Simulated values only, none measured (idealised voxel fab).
process module | voxel released beams
cross-section cut | 200 nm wide | cells 5 nm
A cross-section is a grid of square cells, given in bands from the top down. A band is one or more rows of cells.
Each band's line starts with the height of the band's top and of its bottom, in nm. Then come its materials from left to right, each with its width in nm. One material with "throughout" fills the band from edge to edge. "air" is empty space.
Height 0 is the level under which the wafer as received is all one material. The lowest band goes on downwards, as in "0 down".
A width such as "30 to 40" changes by the same amount from each row of cells to the next, from the band's top row to its bottom row.
"no change" after a step means that no cell of the cross-section changed.
closed voids: empty space of 8 cells or more with no open way to the top, each as width x height at its distance from the left edge, in nm
after a step's settings: what the simulator itself notes on the step
overlay nm, on a step with a mask: how far to the right of its planned place the mask lay; to the left if negative
plan
1 op RECEIVE | material Si
2 op CONFORMAL_DEP | material SiN | thk nm 5
3 op DIRECTIONAL_DEP | material SiO2 | thk nm 20
4 op PATTERN | tone open | mask id ANCHOR | material resist | width nm 35 | thk nm 15 | overlay nm 0
5 op DIRECTIONAL_ETCH | etch materials SiO2 | depth nm 20
6 op STRIP | etch materials resist
7 op CONFORMAL_DEP | material polySi | thk nm 5
8 op DIRECTIONAL_DEP | material aC | thk nm 15
9 op PATTERN | tone cover | mask id BEAM | material resist | width nm 110 | thk nm 30 | overlay nm 0
10 op DIRECTIONAL_ETCH | etch materials aC | depth nm 15
11 op STRIP | etch materials resist
12 op DIRECTIONAL_ETCH | etch materials polySi | depth nm 15
13 op STRIP | etch materials aC
14 op STRIP | etch materials SiO2
varied across the wafers: thk nm of step 7. The plan shows the first wafer's value. All wafers start alike
first wafer as received, after step 1
  0 down: Si throughout
  closed voids: none
first wafer at the end, after step 14
  30 to 25: air 40 | polySi 10 | air 25 | polySi 75 | air 50
  25 to 10: air 45 | polySi 5 | air 25 | polySi 5 | air 120
  10 to 5: air 45 | polySi 35 | air 120
  5 to 0: SiN throughout
  0 down: Si throughout
  closed voids: none
last wafer at the end
  55 to 40: air 40 | polySi 110 | air 50
  40 to 25: polySi throughout
  25 to 5: SiO2 45 | polySi 35 | SiO2 120
  5 to 0: SiN throughout
  0 down: Si throughout
  closed voids: none
each wafer at the end: cells of each material gained (+) or lost (-) since it was received, then its closed voids
thk nm 5 | +40 SiN | +30 polySi | closed voids: none
thk nm 10 | +40 SiN | +60 polySi | closed voids: none
thk nm 15 | +40 SiN | +90 polySi | closed voids: none
thk nm 20 | +40 SiN | +132 SiO2 | +134 polySi | closed voids: none
thk nm 25 | +40 SiN | +132 SiO2 | +174 polySi | closed voids: none
thk nm 30 | +40 SiN | +132 SiO2 | +214 polySi | closed voids: none
